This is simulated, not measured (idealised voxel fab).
process module | voxel gate over fins
It is cross-section cut that appears here, measuring 180 nm in width, its square cells being 5 nm in size.
Format of a cross-section: grid, square cells. Given as bands. Order: top down. Band: one or more rows of cells. Per band: top height and bottom height in nm, followed by the left-to-right materials and their widths in nm; "full width" marks a single material spanning edge to edge, "empty" marks empty space. We count height from 0. Below that, the starting wafer is all one material. The lowest band never ends at the bottom but goes on down; see "0..down" for how that is written. Width "30 to 40": first value at the band's top row of cells, second value at its bottom row, equal change from row to row. A step reported as "everything unchanged" is a step in which no cell of the cross-section changed. "Cavities, sealed" - sealed voids, min. 8 cells, no opening to top; format: width x height at distance (distance from left edge; nm throughout). What comes after the settings on a step's line is commentary from the simulator itself on that step. The "overlay nm" setting may appear on a step's line; for a step that uses a mask, it gives how far to the right of its planned position the mask lay, and a negative value indicates the left.
### List of planned process steps
step 1: RECEIVE | material Si
step 2: CONFORMAL_DEP | material SiN | thk nm 5
step 3: MASKED_ETCH | tone cover | mask id FINS | width nm 15 | pitch nm 55 | etch materials SiN | depth nm 5 | overlay nm 0
step 4: MASKED_ETCH | tone cover | mask id FINS | width nm 15 | pitch nm 55 | etch materials Si | depth nm 35 | overlay nm 0
step 5: FILL_DEP | material SiO2 | thk nm 15
step 6: CMP | height nm 5
step 7: MASKED_ETCH | tone open | mask id RAIL | width nm 15 | etch materials SiO2 | depth nm 35 | overlay nm 0
step 8: CONFORMAL_DEP | material TiN | thk nm 5
step 9: FILL_DEP | material Ru | thk nm 5
step 10: CMP | height nm 5
step 11: SELECTIVE_ETCH | etch materials W Ru TiN | depth nm 20
step 12: FILL_DEP | material SiO2 | thk nm 5
step 13: CMP | height nm 5
step 14: SELECTIVE_ETCH | etch materials SiO2 | depth nm 15
step 15: STRIP | etch materials SiN
step 16: CONFORMAL_DEP | material HfO2 | thk nm 5
step 17: CONFORMAL_DEP | material TiN | thk nm 5
step 18: FILL_DEP | material W | thk nm 10
step 19: CMP | height nm 15
step 20: CONFORMAL_DEP | material SiCN | thk nm 10
### Here's what the wafer looked like in cross-section when it arrived - that's after step 1
0..down: Si full width
Cavities, sealed: none
### Post-module cross-section of the first of two wafers (run per plan)
25..15: SiCN full width
15..10: W full width
10..5: W 15 nm; TiN 35 nm; W 20 nm; TiN 35 nm; W 20 nm; TiN 35 nm; W 20 nm
5..0: W 15 nm; TiN 5 nm; HfO2 25 nm; TiN 5 nm; W 20 nm; TiN 5 nm; HfO2 25 nm; TiN 5 nm; W 20 nm; TiN 5 nm; HfO2 25 nm; TiN 5 nm; W 20 nm
0..-5: TiN 20 nm; HfO2 5 nm; Si 15 nm; HfO2 5 nm; TiN 30 nm; HfO2 5 nm; Si 15 nm; HfO2 5 nm; TiN 30 nm; HfO2 5 nm; Si 15 nm; HfO2 5 nm; TiN 25 nm
-5..-10: HfO2 25 nm; Si 15 nm; HfO2 40 nm; Si 15 nm; HfO2 40 nm; Si 15 nm; HfO2 30 nm
-10..-15: SiO2 25 nm; Si 15 nm; SiO2 40 nm; Si 15 nm; SiO2 40 nm; Si 15 nm; SiO2 30 nm
-15..-25: SiO2 25 nm; Si 15 nm; SiO2 10 nm; TiN 5 nm; Ru 5 nm; TiN 5 nm; SiO2 15 nm; Si 15 nm; SiO2 40 nm; Si 15 nm; SiO2 30 nm
-25..-30: SiO2 25 nm; Si 15 nm; SiO2 10 nm; TiN 15 nm; SiO2 15 nm; Si 15 nm; SiO2 40 nm; Si 15 nm; SiO2 30 nm
-30..-35: SiO2 25 nm; Si 15 nm; SiO2 40 nm; Si 15 nm; SiO2 40 nm; Si 15 nm; SiO2 30 nm
-35..down: Si full width
Cavities, sealed: none
### Cross-sectional image of the second wafer of the two following completion of the module. Starting state and process plan were the same as for the first wafer; one execution error occurred
25..15: SiCN full width
15..10: W full width
10..5: W 15 nm; TiN 35 nm; W 20 nm; TiN 35 nm; W 20 nm; TiN 35 nm; W 20 nm
5..0: W 15 nm; TiN 5 nm; HfO2 25 nm; TiN 5 nm; W 20 nm; TiN 5 nm; HfO2 25 nm; TiN 5 nm; W 20 nm; TiN 5 nm; HfO2 25 nm; TiN 5 nm; W 20 nm
0..-5: TiN 20 nm; HfO2 5 nm; Si 15 nm; HfO2 5 nm; TiN 30 nm; HfO2 5 nm; Si 15 nm; HfO2 5 nm; TiN 30 nm; HfO2 5 nm; Si 15 nm; HfO2 5 nm; TiN 25 nm
-5..-10: HfO2 15 nm; TiN 5 nm; HfO2 5 nm; Si 15 nm; HfO2 5 nm; TiN 5 nm; HfO2 20 nm; TiN 5 nm; HfO2 5 nm; Si 15 nm; HfO2 5 nm; TiN 5 nm; HfO2 20 nm; TiN 5 nm; HfO2 5 nm; Si 15 nm; HfO2 5 nm; TiN 5 nm; HfO2 20 nm
-10..-15: SiO2 10 nm; HfO2 15 nm; Si 15 nm; HfO2 15 nm; SiO2 10 nm; HfO2 15 nm; Si 15 nm; HfO2 15 nm; SiO2 10 nm; HfO2 15 nm; Si 15 nm; HfO2 15 nm; SiO2 15 nm
-15..-25: SiO2 25 nm; Si 15 nm; SiO2 10 nm; TiN 5 nm; Ru 5 nm; TiN 5 nm; SiO2 15 nm; Si 15 nm; SiO2 40 nm; Si 15 nm; SiO2 30 nm
-25..-30: SiO2 25 nm; Si 15 nm; SiO2 10 nm; TiN 15 nm; SiO2 15 nm; Si 15 nm; SiO2 40 nm; Si 15 nm; SiO2 30 nm
-30..-35: SiO2 25 nm; Si 15 nm; SiO2 40 nm; Si 15 nm; SiO2 40 nm; Si 15 nm; SiO2 30 nm
-35..down: Si full width
Cavities, sealed: none
Which mistake was made when the wafer was run? steps 14 and 15 were swapped
Looking at both finished wafers in cells, the second ends up ahead of or behind the first on some materials: 12 more of HfO2 | 18 fewer of SiO2 | 6 more of TiN
